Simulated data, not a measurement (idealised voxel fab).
The process module that follows is named voxel tone inversion.
Section cut is 220 nm wide and gridded with 5 nm square cells.
The cross-sections in this document take the form of a grid made of square cells. They are written out as bands, in order from top to bottom. Each band consists of one or more rows of cells. Within each band entry, the heights of the top and of the bottom of the band appear first, in that order and in nm; the materials of the band then follow from left to right, each with its corresponding width in nm. The designation "everywhere" on a single material indicates that it fills the band from edge to edge; the designation "air" indicates empty space. Heads up on the height convention: 0 is the point under which the incoming wafer is all one material, and the lowest band has no bottom, it just keeps going down, like "0 -> down". A two-number width, for instance "30->40", indicates that the width is equal to the first number in the top row of the band and to the second number in the bottom row, and that it changes by a constant amount per row of cells. Where a step carries "remains unaltered", the cross-section came out of it unchanged, cell for cell. "Enclosed voids": sealed empty spaces, 8 cells or more, no open way to top, listed width x height at distance, with distance from the left edge and width, height and distance in nm. That trailing text on a step's line, after the settings, is the simulator's own remark on the step. A step line may carry the setting "overlay nm", which, for steps involving a mask, states the distance by which the mask lay to the right of its intended position; negative values denote displacement to the left.

The steps planned for the process are as follows
1 RECEIVE, material Si
2 CONFORMAL_DEP, material SiN, thk nm 5
3 DIRECTIONAL_DEP, material polySi, thk nm 10
4 PATTERN, tone cover, mask id POSTS, material resist, width nm 15, pitch nm 45, thk nm 25, overlay nm 0
5 DIRECTIONAL_ETCH, etch materials polySi, depth nm 20
6 STRIP, etch materials resist
7 FILL_DEP, material lowk, thk nm 10
8 CMP, height nm 25
9 STRIP, etch materials polySi
Same starting wafers, different thk nm at step 3. Plan value belongs to the first wafer.

So this is the first of several wafers, cross-sectioned as it came to us, meaning it's at the end of step 1
0 -> down | Si everywhere
Enclosed voids: none

For your reference, the table is organized with a row per wafer; each row reflects the wafer at the end of the module, indicating for each material the cells gained (+) or lost (-) since receipt, and thereafter its closed voids
thk nm 10, +44 SiN, +152 lowk, +24 polySi, Enclosed voids: none
thk nm 15, +44 SiN, +140 lowk, +36 polySi, Enclosed voids: none
thk nm 20, +44 SiN, +128 lowk, Enclosed voids: none
thk nm 25, +44 SiN, Enclosed voids: none
thk nm 30, +44 SiN, Enclosed voids: none
thk nm 35, +44 SiN, Enclosed voids: none
